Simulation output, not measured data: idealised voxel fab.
process module | voxel transistor to metal
cross-section cut | 175 nm wide | cells 5 nm
A cross-section is a grid of square cells, given in bands from the top down. A band is one or more rows of cells.
Each band's line starts with the height of the band's top and of its bottom, in nm. Then come its materials from left to right, each with its width in nm. One material with "throughout" fills the band from edge to edge. "air" is empty space.
Height 0 is the level under which the wafer as received is all one material. The lowest band goes on downwards, as in "0 down".
A width such as "30 to 40" changes by the same amount from each row of cells to the next, from the band's top row to its bottom row.
"no change" after a step means that no cell of the cross-section changed.
closed voids: empty space of 8 cells or more with no open way to the top, each as width x height at its distance from the left edge, in nm
after a step's settings: what the simulator itself notes on the step
overlay nm, on a step with a mask: how far to the right of its planned place the mask lay; to the left if negative
Each pair below shows a cross-section before one step and the cross-section after it, down to the lowest band that changed. The line under each pair gives the step between them, with its settings. The pairs can come from different runs of this module on the same starting wafer, so a pair continues from the pair above only where its "before" says so.
before
  45 to 40: Ru throughout
  40 to 35: TiN 45 | Ru 10 | TiN 65 | Ru 10 | TiN 45
  35 to 20: SiO2 40 | TiN 5 | Ru 10 | TiN 5 | SiO2 55 | TiN 5 | Ru 10 | TiN 5 | SiO2 40
  20 to 5: SiO2 40 | TiN 5 | Ru 10 | TiN 5 | SiO2 5 | SiN 10 | TiN 5 | HfO2 5 | W 5 | HfO2 5 | TiN 5 | SiN 10 | SiO2 5 | TiN 5 | Ru 10 | TiN 5 | SiO2 40
  5 to 0: SiO2 30 | SiN 10 | TiN 5 | Ru 5 | TiN 10 | SiO2 5 | SiN 10 | TiN 5 | HfO2 5 | W 5 | HfO2 5 | TiN 5 | SiN 10 | SiO2 5 | TiN 10 | Ru 5 | TiN 5 | SiN 10 | SiO2 30
  0 to -5: SiO2 30 | SiN 10 | TiN 5 | Ru 5 | TiN 5 | SiGe 10 | SiN 10 | TiN 5 | HfO2 15 | TiN 5 | SiN 10 | SiGe 10 | TiN 5 | Ru 5 | TiN 5 | SiN 10 | SiO2 30
  -5 to -10: SiO2 40 | TiN 15 | SiGe 10 | SiO2 5 | TiN 35 | SiO2 5 | SiGe 10 | TiN 15 | SiO2 40
  -10 to -20: SiO2 40 | SiGe 25 | Si 45 | SiGe 25 | SiO2 40
  -20 to -40: SiO2 40 | Si 95 | SiO2 40
  -40 down: Si throughout
  closed voids: none
after
  35 to 20: SiO2 40 | TiN 5 | Ru 10 | TiN 5 | SiO2 55 | TiN 5 | Ru 10 | TiN 5 | SiO2 40
  below 20: unchanged
  closed voids: none
the step between: op CMP | height nm 35
before: the cross-section after the pair above
after
  40 to 35: TiN throughout
  below 35: unchanged
  closed voids: none
the step between: op DIRECTIONAL_DEP | material TiN | thk nm 5
before: the cross-section after the pair above
after
  65 to 40: W throughout
  below 40: unchanged
  closed voids: none
the step between: op DIRECTIONAL_DEP | material W | thk nm 25
before: the cross-section after the pair above
after
  80 to 65: aC throughout
  below 65: unchanged
  closed voids: none
the step between: op DIRECTIONAL_DEP | material aC | thk nm 15
before: the cross-section after the pair above
after
  115 to 80: air 40 | resist 20 | air 55 | resist 20 | air 40
  below 80: unchanged
  closed voids: none
the step between: op PATTERN | tone cover | mask id METAL_1 | material resist | width nm 20 | pitch nm 75 | thk nm 35 | overlay nm 0
before: the cross-section after the pair above
after
  100 to 80: air 40 | resist 20 | air 55 | resist 20 | air 40
  80 to 65: air 40 | aC 20 | air 55 | aC 20 | air 40
  below 65: unchanged
  closed voids: none
the step between: op DIRECTIONAL_ETCH | etch materials aC | depth nm 15
before: the cross-section after the pair above
after
  80 to 65: air 40 | aC 20 | air 55 | aC 20 | air 40
  below 65: unchanged
  closed voids: none
the step between: op STRIP | etch materials resist
before: the cross-section after the pair above
after
  80 to 65: air 40 | aC 20 | air 55 | aC 20 | air 40
  65 to 40: air 40 | W 20 | air 55 | W 20 | air 40
  below 40: unchanged
  closed voids: none
the step between: op DIRECTIONAL_ETCH | etch materials W | depth nm 25
before: the cross-section after the pair above
after
  80 to 65: air 40 | aC 20 | air 55 | aC 20 | air 40
  65 to 40: air 40 | W 20 | air 55 | W 20 | air 40
  40 to 35: air 40 | TiN 20 | air 55 | TiN 20 | air 40
  below 35: unchanged
  closed voids: none
the step between: op DIRECTIONAL_ETCH | etch materials TiN | depth nm 5
before: the cross-section after the pair above
after
  65 to 40: air 40 | W 20 | air 55 | W 20 | air 40
  below 40: unchanged
  closed voids: none
the step between: op STRIP | etch materials aC
before: the cross-section after the pair above
after
  70 to 65: SiO2 throughout
  65 to 40: SiO2 40 | W 20 | SiO2 55 | W 20 | SiO2 40
  40 to 35: SiO2 40 | TiN 20 | SiO2 55 | TiN 20 | SiO2 40
  below 35: unchanged
  closed voids: none
the step between: op FILL_DEP | material SiO2 | thk nm 5
before: the cross-section after the pair above
after
  65 to 40: SiO2 40 | W 20 | SiO2 55 | W 20 | SiO2 40
  below 40: unchanged
  closed voids: none
the step between: op CMP | height nm 65
before: the cross-section after the pair above
after
  70 to 65: SiCN throughout
  below 65: unchanged
  closed voids: none
the step between: op CONFORMAL_DEP | material SiCN | thk nm 5
before: the cross-section after the pair above
after
  100 to 70: lowk throughout
  below 70: unchanged
  closed voids: none
the step between: op DIRECTIONAL_DEP | material lowk | thk nm 30
before: the cross-section after the pair above
after
  115 to 100: aC throughout
  below 100: unchanged
  closed voids: none
the step between: op DIRECTIONAL_DEP | material aC | thk nm 15
before: the cross-section after the pair above
after
  145 to 115: resist 40 | air 20 | resist 55 | air 20 | resist 40
  below 115: unchanged
  closed voids: none
the step between: op PATTERN | tone open | mask id METAL_2 | material resist | width nm 20 | pitch nm 75 | thk nm 30 | overlay nm 0
before: the cross-section after the pair above
after
  130 to 115: resist 40 | air 20 | resist 55 | air 20 | resist 40
  115 to 100: aC 40 | air 20 | aC 55 | air 20 | aC 40
  below 100: unchanged
  closed voids: none
the step between: op DIRECTIONAL_ETCH | etch materials aC | depth nm 15
before: the cross-section after the pair above
after
  115 to 100: aC 40 | air 20 | aC 55 | air 20 | aC 40
  below 100: unchanged
  closed voids: none
the step between: op STRIP | etch materials resist
before: the cross-section after the pair above
after
  115 to 100: aC 40 | air 20 | aC 55 | air 20 | aC 40
  100 to 85: lowk 40 | air 20 | lowk 55 | air 20 | lowk 40
  below 85: unchanged
  closed voids: none
the step between: op DIRECTIONAL_ETCH | etch materials lowk | depth nm 15
before: the cross-section after the pair above
after
  100 to 85: lowk 40 | air 20 | lowk 55 | air 20 | lowk 40
  below 85: unchanged
  closed voids: none
the step between: op STRIP | etch materials aC
before: the cross-section after the pair above
after
  115 to 100: aC 40 | air 20 | aC 55 | air 20 | aC 40
  100 to 85: lowk 40 | aC 20 | lowk 55 | aC 20 | lowk 40
  below 85: unchanged
  closed voids: none
the step between: op DIRECTIONAL_DEP | material aC | thk nm 15
before: the cross-section after the pair above
after
  145 to 115: resist 40 | air 15 | resist 60 | air 15 | resist 45
  115 to 100: aC 40 | air 15 | resist 5 | aC 55 | air 15 | resist 5 | aC 40
  below 100: unchanged
  closed voids: none
the step between: op PATTERN | tone open | mask id METAL_2_HOLES | material resist | width nm 15 | pitch nm 75 | thk nm 30 | overlay nm 0
before: the cross-section after the pair above
after
  130 to 115: resist 40 | air 15 | resist 60 | air 15 | resist 45
  115 to 100: aC 40 | air 15 | resist 5 | aC 55 | air 15 | resist 5 | aC 40
  100 to 85: lowk 40 | air 15 | aC 5 | lowk 55 | air 15 | aC 5 | lowk 40
  below 85: unchanged
  closed voids: none
the step between: op DIRECTIONAL_ETCH | etch materials aC | depth nm 15
before: the cross-section after the pair above
after
  115 to 100: aC 40 | air 20 | aC 55 | air 20 | aC 40
  below 100: unchanged
  closed voids: none
the step between: op STRIP | etch materials resist
before: the cross-section after the pair above
after
  115 to 100: aC 40 | air 20 | aC 55 | air 20 | aC 40
  100 to 85: lowk 40 | air 15 | aC 5 | lowk 55 | air 15 | aC 5 | lowk 40
  85 to 70: lowk 40 | air 15 | lowk 60 | air 15 | lowk 45
  below 70: unchanged
  closed voids: none
the step between: op DIRECTIONAL_ETCH | etch materials lowk | depth nm 15
before: the cross-section after the pair above
after
  115 to 100: aC 40 | air 20 | aC 55 | air 20 | aC 40
  100 to 85: lowk 40 | air 15 | aC 5 | lowk 55 | air 15 | aC 5 | lowk 40
  85 to 70: lowk 40 | air 15 | lowk 60 | air 15 | lowk 45
  70 to 65: SiCN 40 | air 15 | SiCN 60 | air 15 | SiCN 45
  below 65: unchanged
  closed voids: none
the step between: op DIRECTIONAL_ETCH | etch materials SiCN | depth nm 5
before: the cross-section after the pair above
after
  100 to 85: lowk 40 | air 20 | lowk 55 | air 20 | lowk 40
  below 85: unchanged
  closed voids: none
the step between: op STRIP | etch materials aC
before: the cross-section after the pair above
after
  105 to 100: TiN 45 | air 10 | TiN 65 | air 10 | TiN 45
  100 to 90: lowk 40 | TiN 5 | air 10 | TiN 5 | lowk 55 | TiN 5 | air 10 | TiN 5 | lowk 40
  90 to 85: lowk 40 | TiN 5 | air 5 | TiN 10 | lowk 55 | TiN 5 | air 5 | TiN 10 | lowk 40
  85 to 70: lowk 40 | TiN 5 | air 5 | TiN 5 | lowk 60 | TiN 5 | air 5 | TiN 5 | lowk 45
  70 to 65: SiCN 40 | TiN 15 | SiCN 60 | TiN 15 | SiCN 45
  below 65: unchanged
  closed voids: none
the step between: op CONFORMAL_DEP | material TiN | thk nm 5
before: the cross-section after the pair above
after
  110 to 105: Cu throughout
  105 to 100: TiN 45 | Cu 10 | TiN 65 | Cu 10 | TiN 45
  100 to 90: lowk 40 | TiN 5 | Cu 10 | TiN 5 | lowk 55 | TiN 5 | Cu 10 | TiN 5 | lowk 40
  90 to 85: lowk 40 | TiN 5 | Cu 5 | TiN 10 | lowk 55 | TiN 5 | Cu 5 | TiN 10 | lowk 40
  85 to 70: lowk 40 | TiN 5 | Cu 5 | TiN 5 | lowk 60 | TiN 5 | Cu 5 | TiN 5 | lowk 45
  below 70: unchanged
  closed voids: none
the step between: op FILL_DEP | material Cu | thk nm 5
before: the cross-section after the pair above
after
  100 to 90: lowk 40 | TiN 5 | Cu 10 | TiN 5 | lowk 55 | TiN 5 | Cu 10 | TiN 5 | lowk 40
  below 90: unchanged
  closed voids: none
the step between: op CMP | height nm 100
before: the cross-section after the pair above
after
  105 to 100: SiN throughout
  below 100: unchanged
  closed voids: none
the step between: op CONFORMAL_DEP | material SiN | thk nm 5
before
  115 to 100: aC 40 | air 20 | aC 55 | air 20 | aC 40
  100 to 85: lowk 40 | air 15 | aC 5 | lowk 55 | air 15 | aC 5 | lowk 40
  85 to 70: lowk throughout
  70 to 65: SiCN throughout
  65 to 40: SiO2 40 | W 20 | SiO2 55 | W 20 | SiO2 40
  40 to 35: SiO2 40 | TiN 20 | SiO2 55 | TiN 20 | SiO2 40
  35 to 20: SiO2 40 | TiN 5 | Ru 10 | TiN 5 | SiO2 55 | TiN 5 | Ru 10 | TiN 5 | SiO2 40
  20 to 5: SiO2 40 | TiN 5 | Ru 10 | TiN 5 | SiO2 5 | SiN 10 | HfO2 5 | TiN 5 | W 5 | TiN 5 | HfO2 5 | SiN 10 | SiO2 5 | TiN 5 | Ru 10 | TiN 5 | SiO2 40
  5 to 0: SiO2 30 | SiN 10 | TiN 5 | Ru 5 | TiN 10 | SiO2 5 | SiN 10 | HfO2 5 | TiN 5 | W 5 | TiN 5 | HfO2 5 | SiN 10 | SiO2 5 | TiN 10 | Ru 5 | TiN 5 | SiN 10 | SiO2 30
  0 to -5: SiO2 30 | SiN 10 | TiN 5 | Ru 5 | TiN 5 | SiGe 10 | SiN 10 | HfO2 5 | TiN 15 | HfO2 5 | SiN 10 | SiGe 10 | TiN 5 | Ru 5 | TiN 5 | SiN 10 | SiO2 30
  -5 to -10: SiO2 40 | TiN 15 | SiGe 10 | SiO2 5 | HfO2 35 | SiO2 5 | SiGe 10 | TiN 15 | SiO2 40
  -10 to -20: SiO2 40 | SiGe 25 | Si 45 | SiGe 25 | SiO2 40
  -20 to -40: SiO2 40 | Si 95 | SiO2 40
  -40 down: Si throughout
  closed voids: none
after
  115 to 100: aC 40 | air 20 | aC 55 | air 20 | aC 40
  100 to 85: lowk 40 | air 15 | aC 5 | lowk 55 | air 15 | aC 5 | lowk 40
  85 to 75: lowk 40 | air 15 | lowk 60 | air 15 | lowk 45
  below 75: unchanged
  closed voids: none
the step between: op DIRECTIONAL_ETCH | etch materials lowk | depth nm 10
before: the cross-section after the pair above
after
  100 to 85: lowk 40 | air 20 | lowk 55 | air 20 | lowk 40
  below 85: unchanged
  closed voids: none
the step between: op STRIP | etch materials aC
before: the cross-section after the pair above
after
  105 to 100: TiN 45 | air 10 | TiN 65 | air 10 | TiN 45
  100 to 90: lowk 40 | TiN 5 | air 10 | TiN 5 | lowk 55 | TiN 5 | air 10 | TiN 5 | lowk 40
  90 to 80: lowk 40 | TiN 5 | air 5 | TiN 10 to 5 | lowk 55 to 60 | TiN 5 | air 5 | TiN 10 to 5 | lowk 40 to 45
  80 to 75: lowk 40 | TiN 15 | lowk 60 | TiN 15 | lowk 45
  below 75: unchanged
  closed voids: none
the step between: op CONFORMAL_DEP | material TiN | thk nm 5
before: the cross-section after the pair above
after
  110 to 105: Cu throughout
  105 to 100: TiN 45 | Cu 10 | TiN 65 | Cu 10 | TiN 45
  100 to 90: lowk 40 | TiN 5 | Cu 10 | TiN 5 | lowk 55 | TiN 5 | Cu 10 | TiN 5 | lowk 40
  90 to 80: lowk 40 | TiN 5 | Cu 5 | TiN 10 to 5 | lowk 55 to 60 | TiN 5 | Cu 5 | TiN 10 to 5 | lowk 40 to 45
  below 80: unchanged
  closed voids: none
the step between: op FILL_DEP | material Cu | thk nm 5
before: the cross-section after the pair above
after
  100 to 90: lowk 40 | TiN 5 | Cu 10 | TiN 5 | lowk 55 | TiN 5 | Cu 10 | TiN 5 | lowk 40
  below 90: unchanged
  closed voids: none
the step between: op CMP | height nm 100
before: the cross-section after the pair above
after
  105 to 100: SiN throughout
  below 100: unchanged
  closed voids: none
the step between: op CONFORMAL_DEP | material SiN | thk nm 5
before
  55 to 45: aC 30 | air 115 | aC 30
  45 to 35: SiCN 30 | aC 115 | SiCN 30
  35 to 25: polySi 30 | SiCN 115 | polySi 30
  25 to 5: polySi throughout
  5 to -5: SiO2 30 | polySi 115 | SiO2 30
  -5 to -10: SiO2 throughout
  -10 to -40: SiO2 40 | Si 95 | SiO2 40
  -40 down: Si throughout
  closed voids: none
after
  85 to 55: air 70 | resist 35 | air 70
  55 to 45: aC 30 | air 40 | resist 35 | air 40 | aC 30
  below 45: unchanged
  closed voids: none
the step between: op PATTERN | tone cover | mask id GATE | material resist | width nm 35 | thk nm 30 | overlay nm 0
before: the cross-section after the pair above
after
  75 to 45: air 70 | resist 35 | air 70
  45 to 35: SiCN 30 | air 40 | aC 35 | air 40 | SiCN 30
  below 35: unchanged
  closed voids: none
the step between: op DIRECTIONAL_ETCH | etch materials aC | depth nm 10
before: the cross-section after the pair above
after
  45 to 35: SiCN 30 | air 40 | aC 35 | air 40 | SiCN 30
  below 35: unchanged
  closed voids: none
the step between: op STRIP | etch materials resist
before: the cross-section after the pair above
after
  45 to 35: air 70 | aC 35 | air 70
  35 to 25: polySi 30 | air 40 | SiCN 35 | air 40 | polySi 30
  below 25: unchanged
  closed voids: none
the step between: op DIRECTIONAL_ETCH | etch materials SiCN | depth nm 20
before: the cross-section after the pair above
after
  45 to 35: air 70 | aC 35 | air 70
  35 to 25: air 70 | SiCN 35 | air 70
  25 to 5: air 70 | polySi 35 | air 70
  5 to -5: SiO2 30 | air 40 | polySi 35 | air 40 | SiO2 30
  below -5: unchanged
  closed voids: none
the step between: op DIRECTIONAL_ETCH | etch materials polySi | depth nm 40
before: the cross-section after the pair above
after
  35 to 25: air 70 | SiCN 35 | air 70
  below 25: unchanged
  closed voids: none
the step between: op STRIP | etch materials aC
before: the cross-section after the pair above
after
  45 to 35: air 60 | SiN 55 | air 60
  35 to 25: air 60 | SiN 10 | SiCN 35 | SiN 10 | air 60
  25 to 15: air 60 | SiN 10 | polySi 35 | SiN 10 | air 60
  15 to 5: SiN 40 | air 20 | SiN 10 | polySi 35 | SiN 10 | air 20 | SiN 40
  5 to -5: SiO2 30 | SiN 40 | polySi 35 | SiN 40 | SiO2 30
  below -5: unchanged
  closed voids: none
the step between: op CONFORMAL_DEP | material SiN | thk nm 10
before: the cross-section after the pair above
after
  35 to 25: air 60 | SiN 10 | SiCN 35 | SiN 10 | air 60
  25 to 5: air 60 | SiN 10 | polySi 35 | SiN 10 | air 60
  5 to -5: SiO2 30 | SiN 10 | air 20 | SiN 10 | polySi 35 | SiN 10 | air 20 | SiN 10 | SiO2 30
  below -5: unchanged
  closed voids: none
the step between: op DIRECTIONAL_ETCH | etch materials SiN | depth nm 10
before: the cross-section after the pair above
after
  35 to 25: air 60 | SiN 10 | SiCN 35 | SiN 10 | air 60
  25 to 5: air 60 | SiN 10 | polySi 35 | SiN 10 | air 60
  5 to 0: air 30 | SiN 10 | air 20 | SiN 10 | polySi 35 | SiN 10 | air 20 | SiN 10 | air 30
  0 to -5: SiO2 30 | SiN 10 | air 20 | SiN 10 | polySi 35 | SiN 10 | air 20 | SiN 10 | SiO2 30
  -5 to -10: SiO2 40 | air 20 | SiO2 55 | air 20 | SiO2 40
  below -10: unchanged
  closed voids: none
the step between: op DIRECTIONAL_ETCH | etch materials SiO2 | depth nm 5
before: the cross-section after the pair above
after
  35 to 25: air 60 | SiN 10 | SiCN 35 | SiN 10 | air 60
  25 to 5: air 60 | SiN 10 | polySi 35 | SiN 10 | air 60
  5 to 0: air 30 | SiN 10 | air 20 | SiN 10 | polySi 35 | SiN 10 | air 20 | SiN 10 | air 30
  0 to -5: SiO2 30 | SiN 10 | air 20 | SiN 10 | polySi 35 | SiN 10 | air 20 | SiN 10 | SiO2 30
  -5 to -10: SiO2 40 | air 20 | SiO2 55 | air 20 | SiO2 40
  -10 to -20: SiO2 40 | air 20 | Si 55 | air 20 | SiO2 40
  below -20: unchanged
  closed voids: none
the step between: op DIRECTIONAL_ETCH | etch materials Si | depth nm 10
before: the cross-section after the pair above
after
  35 to 25: air 60 | SiN 10 | SiCN 35 | SiN 10 | air 60
  25 to 5: air 60 | SiN 10 | polySi 35 | SiN 10 | air 60
  5 to 0: air 30 | SiN 10 | air 20 | SiN 10 | polySi 35 | SiN 10 | air 20 | SiN 10 | air 30
  0 to -5: SiO2 30 | SiN 10 | air 10 | SiGe 10 | SiN 10 | polySi 35 | SiN 10 | SiGe 10 | air 10 | SiN 10 | SiO2 30
  -5 to -10: SiO2 40 | air 10 | SiGe 10 | SiO2 55 | SiGe 10 | air 10 | SiO2 40
  -10 to -20: SiO2 40 | SiGe 20 | Si 55 | SiGe 20 | SiO2 40
  below -20: unchanged
  closed voids: none
the step between: op EPI | material SiGe | thk nm 10
before: the cross-section after the pair above
after
  45 to 35: SiO2 throughout
  35 to 25: SiO2 60 | SiN 10 | SiCN 35 | SiN 10 | SiO2 60
  25 to 5: SiO2 60 | SiN 10 | polySi 35 | SiN 10 | SiO2 60
  5 to 0: SiO2 30 | SiN 10 | SiO2 20 | SiN 10 | polySi 35 | SiN 10 | SiO2 20 | SiN 10 | SiO2 30
  0 to -5: SiO2 30 | SiN 10 | SiO2 10 | SiGe 10 | SiN 10 | polySi 35 | SiN 10 | SiGe 10 | SiO2 10 | SiN 10 | SiO2 30
  -5 to -10: SiO2 50 | SiGe 10 | SiO2 55 | SiGe 10 | SiO2 50
  below -10: unchanged
  closed voids: none
the step between: op FILL_DEP | material SiO2 | thk nm 10
before: the cross-section after the pair above
after
  25 to 5: SiO2 60 | SiN 10 | polySi 35 | SiN 10 | SiO2 60
  below 5: unchanged
  closed voids: none
the step between: op CMP | height nm 25
before: the cross-section after the pair above
after
  25 to 5: SiO2 60 | SiN 10 | air 35 | SiN 10 | SiO2 60
  5 to 0: SiO2 30 | SiN 10 | SiO2 20 | SiN 10 | air 35 | SiN 10 | SiO2 20 | SiN 10 | SiO2 30
  0 to -5: SiO2 30 | SiN 10 | SiO2 10 | SiGe 10 | SiN 10 | air 35 | SiN 10 | SiGe 10 | SiO2 10 | SiN 10 | SiO2 30
  below -5: unchanged
  closed voids: none
the step between: op STRIP | etch materials polySi
before: the cross-section after the pair above
after
  25 to 20: air 60 | SiN 10 | air 35 | SiN 10 | air 60
  20 to 5: SiO2 60 | SiN 10 | air 35 | SiN 10 | SiO2 60
  5 to 0: SiO2 30 | SiN 10 | SiO2 20 | SiN 10 | air 35 | SiN 10 | SiO2 20 | SiN 10 | SiO2 30
  0 to -5: SiO2 30 | SiN 10 | SiO2 10 | SiGe 10 | SiN 10 | air 35 | SiN 10 | SiGe 10 | SiO2 10 | SiN 10 | SiO2 30
  -5 to -10: SiO2 50 | SiGe 10 | SiO2 5 | air 45 | SiO2 5 | SiGe 10 | SiO2 50
  below -10: unchanged
  closed voids: none
the step between: op SELECTIVE_ETCH | etch materials SiO2 | depth nm 5
before: the cross-section after the pair above
after
  30 to 25: air 55 | HfO2 20 | air 25 | HfO2 20 | air 55
  25 to 20: HfO2 60 | SiN 10 | HfO2 5 | air 25 | HfO2 5 | SiN 10 | HfO2 60
  20 to 5: SiO2 60 | SiN 10 | HfO2 5 | air 25 | HfO2 5 | SiN 10 | SiO2 60
  5 to 0: SiO2 30 | SiN 10 | SiO2 20 | SiN 10 | HfO2 5 | air 25 | HfO2 5 | SiN 10 | SiO2 20 | SiN 10 | SiO2 30
  0 to -5: SiO2 30 | SiN 10 | SiO2 10 | SiGe 10 | SiN 10 | HfO2 5 | air 25 | HfO2 5 | SiN 10 | SiGe 10 | SiO2 10 | SiN 10 | SiO2 30
  -5 to -10: SiO2 50 | SiGe 10 | SiO2 5 | HfO2 45 | SiO2 5 | SiGe 10 | SiO2 50
  below -10: unchanged
  closed voids: none
the step between: op CONFORMAL_DEP | material HfO2 | thk nm 5
before: the cross-section after the pair above
after
  35 to 30: air 50 | TiN 30 | air 15 | TiN 30 | air 50
  30 to 25: TiN 55 | HfO2 20 | TiN 5 | air 15 | TiN 5 | HfO2 20 | TiN 55
  25 to 20: HfO2 60 | SiN 10 | HfO2 5 | TiN 5 | air 15 | TiN 5 | HfO2 5 | SiN 10 | HfO2 60
  20 to 5: SiO2 60 | SiN 10 | HfO2 5 | TiN 5 | air 15 | TiN 5 | HfO2 5 | SiN 10 | SiO2 60
  5 to 0: SiO2 30 | SiN 10 | SiO2 20 | SiN 10 | HfO2 5 | TiN 5 | air 15 | TiN 5 | HfO2 5 | SiN 10 | SiO2 20 | SiN 10 | SiO2 30
  0 to -5: SiO2 30 | SiN 10 | SiO2 10 | SiGe 10 | SiN 10 | HfO2 5 | TiN 25 | HfO2 5 | SiN 10 | SiGe 10 | SiO2 10 | SiN 10 | SiO2 30
  below -5: unchanged
  closed voids: none
the step between: op CONFORMAL_DEP | material TiN | thk nm 5
before: the cross-section after the pair above
after
  40 to 35: W throughout
  35 to 30: W 50 | TiN 30 | W 15 | TiN 30 | W 50
  30 to 25: TiN 55 | HfO2 20 | TiN 5 | W 15 | TiN 5 | HfO2 20 | TiN 55
  25 to 20: HfO2 60 | SiN 10 | HfO2 5 | TiN 5 | W 15 | TiN 5 | HfO2 5 | SiN 10 | HfO2 60
  20 to 5: SiO2 60 | SiN 10 | HfO2 5 | TiN 5 | W 15 | TiN 5 | HfO2 5 | SiN 10 | SiO2 60
  5 to 0: SiO2 30 | SiN 10 | SiO2 20 | SiN 10 | HfO2 5 | TiN 5 | W 15 | TiN 5 | HfO2 5 | SiN 10 | SiO2 20 | SiN 10 | SiO2 30
  below 0: unchanged
  closed voids: none
the step between: op FILL_DEP | material W | thk nm 5
before: the cross-section after the pair above
after
  20 to 5: SiO2 60 | SiN 10 | HfO2 5 | TiN 5 | W 15 | TiN 5 | HfO2 5 | SiN 10 | SiO2 60
  below 5: unchanged
  closed voids: none
the step between: op CMP | height nm 20
before: the cross-section after the pair above
after
  35 to 20: SiO2 throughout
  below 20: unchanged
  closed voids: none
the step between: op DIRECTIONAL_DEP | material SiO2 | thk nm 15
before: the cross-section after the pair above
after
  35 to 20: SiO2 40 | air 20 | SiO2 55 | air 20 | SiO2 40
  20 to 5: SiO2 40 | air 20 | SiN 10 | HfO2 5 | TiN 5 | W 15 | TiN 5 | HfO2 5 | SiN 10 | air 20 | SiO2 40
  5 to 0: SiO2 30 | SiN 10 | air 20 | SiN 10 | HfO2 5 | TiN 5 | W 15 | TiN 5 | HfO2 5 | SiN 10 | air 20 | SiN 10 | SiO2 30
  0 to -5: SiO2 30 | SiN 10 | air 10 | SiGe 10 | SiN 10 | HfO2 5 | TiN 25 | HfO2 5 | SiN 10 | SiGe 10 | air 10 | SiN 10 | SiO2 30
  -5 to -10: SiO2 40 | air 10 | SiGe 10 | SiO2 5 | HfO2 45 | SiO2 5 | SiGe 10 | air 10 | SiO2 40
  below -10: unchanged
  closed voids: none
the step between: op MASKED_ETCH | tone open | mask id CONTACT | width nm 20 | pitch nm 75 | etch materials SiO2 | depth nm 45 | overlay nm 0
before: the cross-section after the pair above
after
  40 to 35: TiN 45 | air 10 | TiN 65 | air 10 | TiN 45
  35 to 20: SiO2 40 | TiN 5 | air 10 | TiN 5 | SiO2 55 | TiN 5 | air 10 | TiN 5 | SiO2 40
  20 to 5: SiO2 40 | TiN 5 | air 10 | TiN 5 | SiN 10 | HfO2 5 | TiN 5 | W 15 | TiN 5 | HfO2 5 | SiN 10 | TiN 5 | air 10 | TiN 5 | SiO2 40
  5 to 0: SiO2 30 | SiN 10 | TiN 20 | SiN 10 | HfO2 5 | TiN 5 | W 15 | TiN 5 | HfO2 5 | SiN 10 | TiN 20 | SiN 10 | SiO2 30
  0 to -5: SiO2 30 | SiN 10 | TiN 10 | SiGe 10 | SiN 10 | HfO2 5 | TiN 25 | HfO2 5 | SiN 10 | SiGe 10 | TiN 10 | SiN 10 | SiO2 30
  -5 to -10: SiO2 40 | TiN 10 | SiGe 10 | SiO2 5 | HfO2 45 | SiO2 5 | SiGe 10 | TiN 10 | SiO2 40
  below -10: unchanged
  closed voids: none
the step between: op CONFORMAL_DEP | material TiN | thk nm 5
before: the cross-section after the pair above
after
  45 to 40: Ru throughout
  40 to 35: TiN 45 | Ru 10 | TiN 65 | Ru 10 | TiN 45
  35 to 20: SiO2 40 | TiN 5 | Ru 10 | TiN 5 | SiO2 55 | TiN 5 | Ru 10 | TiN 5 | SiO2 40
  20 to 5: SiO2 40 | TiN 5 | Ru 10 | TiN 5 | SiN 10 | HfO2 5 | TiN 5 | W 15 | TiN 5 | HfO2 5 | SiN 10 | TiN 5 | Ru 10 | TiN 5 | SiO2 40
  below 5: unchanged
  closed voids: none
the step between: op FILL_DEP | material Ru | thk nm 5
before: the cross-section after the pair above
after
  35 to 20: SiO2 40 | TiN 5 | Ru 10 | TiN 5 | SiO2 55 | TiN 5 | Ru 10 | TiN 5 | SiO2 40
  below 20: unchanged
  closed voids: none
the step between: op CMP | height nm 35
before: the cross-section after the pair above
after
  40 to 35: TiN throughout
  below 35: unchanged
  closed voids: none
the step between: op DIRECTIONAL_DEP | material TiN | thk nm 5
before: the cross-section after the pair above
after
  65 to 40: W throughout
  below 40: unchanged
  closed voids: none
the step between: op DIRECTIONAL_DEP | material W | thk nm 25
before: the cross-section after the pair above
after
  80 to 65: aC throughout
  below 65: unchanged
  closed voids: none
the step between: op DIRECTIONAL_DEP | material aC | thk nm 15
before: the cross-section after the pair above
after
  115 to 80: air 40 | resist 20 | air 55 | resist 20 | air 40
  below 80: unchanged
  closed voids: none
the step between: op PATTERN | tone cover | mask id METAL_1 | material resist | width nm 20 | pitch nm 75 | thk nm 35 | overlay nm 0
before: the cross-section after the pair above
after
  100 to 80: air 40 | resist 20 | air 55 | resist 20 | air 40
  80 to 65: air 40 | aC 20 | air 55 | aC 20 | air 40
  below 65: unchanged
  closed voids: none
the step between: op DIRECTIONAL_ETCH | etch materials aC | depth nm 15
before: the cross-section after the pair above
after
  80 to 65: air 40 | aC 20 | air 55 | aC 20 | air 40
  below 65: unchanged
  closed voids: none
the step between: op STRIP | etch materials resist
before: the cross-section after the pair above
after
  80 to 65: air 40 | aC 20 | air 55 | aC 20 | air 40
  65 to 40: air 40 | W 20 | air 55 | W 20 | air 40
  below 40: unchanged
  closed voids: none
the step between: op DIRECTIONAL_ETCH | etch materials W | depth nm 25
before: the cross-section after the pair above
after
  80 to 65: air 40 | aC 20 | air 55 | aC 20 | air 40
  65 to 40: air 40 | W 20 | air 55 | W 20 | air 40
  40 to 35: air 40 | TiN 20 | air 55 | TiN 20 | air 40
  below 35: unchanged
  closed voids: none
the step between: op DIRECTIONAL_ETCH | etch materials TiN | depth nm 5
before: the cross-section after the pair above
after
  65 to 40: air 40 | W 20 | air 55 | W 20 | air 40
  below 40: unchanged
  closed voids: none
the step between: op STRIP | etch materials aC
before: the cross-section after the pair above
after
  70 to 65: SiO2 throughout
  65 to 40: SiO2 40 | W 20 | SiO2 55 | W 20 | SiO2 40
  40 to 35: SiO2 40 | TiN 20 | SiO2 55 | TiN 20 | SiO2 40
  below 35: unchanged
  closed voids: none
the step between: op FILL_DEP | material SiO2 | thk nm 5
before: the cross-section after the pair above
after
  65 to 40: SiO2 40 | W 20 | SiO2 55 | W 20 | SiO2 40
  below 40: unchanged
  closed voids: none
the step between: op CMP | height nm 65
before: the cross-section after the pair above
after
  70 to 65: SiCN throughout
  below 65: unchanged
  closed voids: none
the step between: op CONFORMAL_DEP | material SiCN | thk nm 5
before: the cross-section after the pair above
after
  100 to 70: lowk throughout
  below 70: unchanged
  closed voids: none
the step between: op DIRECTIONAL_DEP | material lowk | thk nm 30
before: the cross-section after the pair above
after
  115 to 100: aC throughout
  below 100: unchanged
  closed voids: none
the step between: op DIRECTIONAL_DEP | material aC | thk nm 15
before: the cross-section after the pair above
after
  145 to 115: resist 40 | air 20 | resist 55 | air 20 | resist 40
  below 115: unchanged
  closed voids: none
the step between: op PATTERN | tone open | mask id METAL_2 | material resist | width nm 20 | pitch nm 75 | thk nm 30 | overlay nm 0
before: the cross-section after the pair above
after
  130 to 115: resist 40 | air 20 | resist 55 | air 20 | resist 40
  115 to 100: aC 40 | air 20 | aC 55 | air 20 | aC 40
  below 100: unchanged
  closed voids: none
the step between: op DIRECTIONAL_ETCH | etch materials aC | depth nm 15
